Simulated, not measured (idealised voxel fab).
The following process module bears the name voxel self aligned vias.
Shown is cross-section cut, with a width of 280 nm and square cells of size 5 nm.
Cross-section = grid of square cells, listed top down in bands; band = one or more rows.
Band entry format. Leading values: height of top, height of bottom, nm. Remainder: materials in left-to-right order, each with its width in nm. Special words: "edge to edge" on a single material, which then fills the band edge to edge; "air", empty space.
Counting heights begins at 0, where everything beneath is, in the wafer as received, one material. The lowest band has no bottom; it goes on downwards, as "0..down" shows.
Think of "30 to 40" as a width that walks from the first number to the second as you go down the band, top row to bottom row, taking equal-sized steps from row to row.
What does "remains unaltered" mean for a step? It means no cell of the cross-section changed in that step.
Reported under the label "Unvented cavities" are the empty spaces having no open way to the top and comprising 8 cells or more; the notation for each is width x height at distance, in which the distance is measured from the left edge and all three values are in nm.
Text after the settings on a step's line: the simulator's own remark on that step.
Each step line may optionally specify "overlay nm", which for a step with a mask gives the rightward distance between the mask's planned place and where it lay, a negative value indicating the leftward direction.

-- The planned process steps are enumerated hereunder
1) RECEIVE (material Si)
2) CONFORMAL_DEP (material SiO2; thk nm 10)
3) CONFORMAL_DEP (material SiCN; thk nm 5)
4) DIRECTIONAL_DEP (material SiO2; thk nm 25)
5) PATTERN (tone open; mask id LINES; material resist; width nm 25; pitch nm 60; thk nm 20; overlay nm 0)
6) DIRECTIONAL_ETCH (etch materials SiO2; depth nm 25)
7) STRIP (etch materials resist)
8) CONFORMAL_DEP (material TiN; thk nm 5)
9) FILL_DEP (material Ru; thk nm 10)
10) CMP (height nm 40)
11) SELECTIVE_ETCH (etch materials W Ru TiN; depth nm 10)
12) FILL_DEP (material SiN; thk nm 5)
13) CMP (height nm 40)
14) DIRECTIONAL_DEP (material SiO2; thk nm 20)
15) MASKED_ETCH (tone open; mask id VIAS; width nm 35; pitch nm 60; etch materials SiO2; depth nm 20; overlay nm 0)
16) MASKED_ETCH (tone open; mask id VIAS; width nm 35; pitch nm 60; etch materials SiN; depth nm 10; overlay nm 0)
17) CONFORMAL_DEP (material TiN; thk nm 5)
18) FILL_DEP (material Ru; thk nm 5)
19) CMP (height nm 60)
20) CONFORMAL_DEP (material SiCN; thk nm 5)

-- as received, after step 1
> 0..down: Si edge to edge
> Unvented cavities: none

-- The following cross-section depicts the wafer upon conclusion of the module. Processing commenced from the starting condition illustrated above and adhered to the plan illustrated above, save for one mistake in execution
> 65..60: SiCN edge to edge
> 60..45: 95 SiO2 / 5 TiN / 25 Ru / 5 TiN / 25 SiO2 / 5 TiN / 25 Ru / 5 TiN / 90 SiO2
> 45..35: 95 SiO2 / 5 TiN / 15 Ru / 15 to 5 TiN / 25 to 35 SiO2 / 5 TiN / 15 Ru / 15 to 5 TiN / 90 to 100 SiO2
> 35..30: 95 SiO2 / 25 TiN / 35 SiO2 / 25 TiN / 100 SiO2
> 30..20: 95 SiO2 / 5 TiN / 15 Ru / 5 TiN / 35 SiO2 / 5 TiN / 15 Ru / 5 TiN / 100 SiO2
> 20..15: 95 SiO2 / 25 TiN / 35 SiO2 / 25 TiN / 100 SiO2
> 15..10: SiCN edge to edge
> 10..0: SiO2 edge to edge
> 0..down: Si edge to edge
> Unvented cavities: none
Finding, execution versus plan: rather than as planned, step 15 actually ran as MASKED_ETCH (tone open; mask id VIAS; width nm 35; pitch nm 60; etch materials SiO2; depth nm 20; overlay nm 5)
